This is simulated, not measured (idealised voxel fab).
process module | voxel transistor to metal
cross-section cut | 205 nm wide | cells 5 nm
A cross-section is a grid of square cells, given in bands from the top down. A band is one or more rows of cells.
Each band's line starts with the height of the band's top and of its bottom, in nm. Then come its materials from left to right, each with its width in nm. One material with "throughout" fills the band from edge to edge. "air" is empty space.
Height 0 is the level under which the wafer as received is all one material. The lowest band goes on downwards, as in "0 down".
A width such as "30 to 40" changes by the same amount from each row of cells to the next, from the band's top row to its bottom row.
"no change" after a step means that no cell of the cross-section changed.
closed voids: empty space of 8 cells or more with no open way to the top, each as width x height at its distance from the left edge, in nm
after a step's settings: what the simulator itself notes on the step
overlay nm, on a step with a mask: how far to the right of its planned place the mask lay; to the left if negative
plan
1 op RECEIVE | material Si
2 op CONFORMAL_DEP | material SiO2 | thk nm 5
3 op CONFORMAL_DEP | material SiN | thk nm 15
4 op DIRECTIONAL_DEP | material aC | thk nm 15
5 op PATTERN | tone cover | mask id ACTIVE | material resist | width nm 115 | thk nm 35 | overlay nm 0
6 op DIRECTIONAL_ETCH | etch materials aC | depth nm 15
7 op STRIP | etch materials resist
8 op DIRECTIONAL_ETCH | etch materials SiN | depth nm 15
9 op DIRECTIONAL_ETCH | etch materials SiO2 | depth nm 5
10 op DIRECTIONAL_ETCH | etch materials Si | depth nm 30
11 op STRIP | etch materials aC
12 op OXIDIZE | depth nm 5
13 op FILL_DEP | material SiO2 | thk nm 5
14 op CMP | height nm 20
15 op SELECTIVE_ETCH | etch materials SiO2 | depth nm 15
16 op STRIP | etch materials SiN
17 op SELECTIVE_ETCH | etch materials SiO2 | depth nm 5
18 op OXIDIZE | depth nm 5
19 op DIRECTIONAL_DEP | material polySi | thk nm 20
20 op DIRECTIONAL_DEP | material SiCN | thk nm 15
21 op PATTERN | tone cover | mask id GATE | material resist | width nm 25 | thk nm 20 | overlay nm 0
22 op DIRECTIONAL_ETCH | etch materials SiCN | depth nm 25
23 op DIRECTIONAL_ETCH | etch materials polySi | depth nm 30
24 op STRIP | etch materials resist
25 op CONFORMAL_DEP | material SiO2 | thk nm 5
26 op DIRECTIONAL_ETCH | etch materials SiO2 | depth nm 5
27 op CONFORMAL_DEP | material SiN | thk nm 5
28 op DIRECTIONAL_ETCH | etch materials SiN | depth nm 5
29 op DIRECTIONAL_ETCH | etch materials SiO2 | depth nm 5
30 op DIRECTIONAL_ETCH | etch materials Si | depth nm 10
31 op EPI | material pSi | thk nm 15
32 op FILL_DEP | material SiO2 | thk nm 5
33 op CMP | height nm 35
34 op DIRECTIONAL_DEP | material SiO2 | thk nm 15
35 op PATTERN | tone open | mask id CONTACT | material resist | width nm 20 | pitch nm 75 | thk nm 20 | overlay nm 0
36 op DIRECTIONAL_ETCH | etch materials SiO2 | depth nm 50
37 op STRIP | etch materials resist
38 op CONFORMAL_DEP | material TiN | thk nm 5
39 op FILL_DEP | material Ru | thk nm 5
40 op CMP | height nm 50
41 op CONFORMAL_DEP | material SiN | thk nm 5
42 op DIRECTIONAL_DEP | material lowk | thk nm 15
43 op PATTERN | tone open | mask id METAL_1 | material resist | width nm 20 | pitch nm 75 | thk nm 15 | overlay nm 0
44 op DIRECTIONAL_ETCH | etch materials lowk | depth nm 15
45 op DIRECTIONAL_ETCH | etch materials SiN | depth nm 5
46 op STRIP | etch materials resist
47 op CONFORMAL_DEP | material TiN | thk nm 5
48 op FILL_DEP | material W | thk nm 5
49 op CMP | height nm 70
50 op CONFORMAL_DEP | material SiN | thk nm 5
as received, after step 1
  0 down: Si throughout
  closed voids: none
a wafer at the end: this start, this plan, one mistake
  75 to 70: SiN throughout
  70 to 55: lowk 55 | TiN 5 | W 10 | TiN 5 | lowk 55 | TiN 5 | W 10 | TiN 5 | lowk 55
  55 to 50: SiN 55 | TiN 20 | SiN 55 | TiN 20 | SiN 55
  50 to 35: SiO2 55 | TiN 5 | Ru 10 | TiN 5 | SiO2 55 | TiN 5 | Ru 10 | TiN 5 | SiO2 55
  35 to 30: SiO2 55 | TiN 5 | Ru 10 | TiN 5 | SiO2 5 | SiN 5 | SiO2 5 | SiCN 25 | SiO2 5 | SiN 5 | SiO2 5 | TiN 5 | Ru 10 | TiN 5 | SiO2 55
  30 to 25: SiO2 55 | TiN 20 | SiO2 5 | SiN 5 | SiO2 5 | SiCN 25 | SiO2 5 | SiN 5 | SiO2 5 | TiN 20 | SiO2 55
  25 to 20: SiCN throughout
  20 to 0: polySi throughout
  0 to -5: SiO2 throughout
  -5 to -35: SiO2 50 | Si 105 | SiO2 50
  -35 down: Si throughout
  closed voids: none
what went wrong: step 20 was run twice
